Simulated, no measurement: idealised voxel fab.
process module | voxel ribs on slabs
cross-section cut | 235 nm wide | cells 5 nm
A cross-section is a grid of square cells, given in bands from the top down. A band is one or more rows of cells.
Each band's line starts with the height of the band's top and of its bottom, in nm. Then come its materials from left to right, each with its width in nm. One material with "throughout" fills the band from edge to edge. "air" is empty space.
Height 0 is the level under which the wafer as received is all one material. The lowest band goes on downwards, as in "0 down".
A width such as "30 to 40" changes by the same amount from each row of cells to the next, from the band's top row to its bottom row.
"no change" after a step means that no cell of the cross-section changed.
closed voids: empty space of 8 cells or more with no open way to the top, each as width x height at its distance from the left edge, in nm
after a step's settings: what the simulator itself notes on the step
overlay nm, on a step with a mask: how far to the right of its planned place the mask lay; to the left if negative
plan
1 op RECEIVE | material Si
2 op DIRECTIONAL_DEP | material SiO2 | thk nm 25
3 op DIRECTIONAL_DEP | material polySi | thk nm 25
4 op DIRECTIONAL_DEP | material aC | thk nm 15
5 op PATTERN | tone cover | mask id RIB | material resist | width nm 30 | thk nm 35 | overlay nm 0
6 op DIRECTIONAL_ETCH | etch materials aC | depth nm 15
7 op STRIP | etch materials resist
8 op DIRECTIONAL_ETCH | etch materials polySi | depth nm 5
9 op STRIP | etch materials aC
10 op PATTERN | tone cover | mask id SLAB | material resist | width nm 90 | thk nm 20 | overlay nm 0
11 op DIRECTIONAL_ETCH | etch materials polySi | depth nm 20
12 op STRIP | etch materials resist
13 op FILL_DEP | material SiO2 | thk nm 30
14 op CMP | height nm 70
15 op DIRECTIONAL_DEP | material W | thk nm 10
16 op DIRECTIONAL_DEP | material aC | thk nm 10
17 op PATTERN | tone cover | mask id HEATER | material resist | width nm 40 | thk nm 25 | overlay nm 0
18 op DIRECTIONAL_ETCH | etch materials aC | depth nm 10
19 op STRIP | etch materials resist
20 op DIRECTIONAL_ETCH | etch materials W | depth nm 10
21 op STRIP | etch materials aC
22 op CONFORMAL_DEP | material SiO2 | thk nm 5
as received, after step 1
  0 down: Si throughout
  closed voids: none
first wafer at the end, as planned
  85 to 80: air 90 | SiO2 50 | air 95
  80 to 75: air 90 | SiO2 5 | W 40 | SiO2 5 | air 95
  75 to 70: SiO2 95 | W 40 | SiO2 100
  70 to 50: SiO2 throughout
  50 to 45: SiO2 100 | polySi 30 | SiO2 105
  45 to 25: SiO2 70 | polySi 90 | SiO2 75
  25 to 0: SiO2 throughout
  0 down: Si throughout
  closed voids: none
second wafer at the end: like start, like plan, one mistake
  85 to 80: air 90 | SiO2 50 | air 95
  80 to 75: air 90 | SiO2 5 | W 40 | SiO2 5 | air 95
  75 to 70: SiO2 95 | W 40 | SiO2 100
  70 to 45: SiO2 throughout
  45 to 30: polySi 70 | SiO2 90 | polySi 75
  30 to 25: polySi 70 | SiO2 30 | polySi 30 | SiO2 30 | polySi 75
  25 to 0: SiO2 throughout
  0 down: Si throughout
  closed voids: none
what went wrong: step 10 ran as: op PATTERN | tone open | mask id SLAB | material resist | width nm 90 | thk nm 20 | overlay nm 0
at the end the second wafer has, in cells: 44 fewer of SiO2 | 44 more of polySi
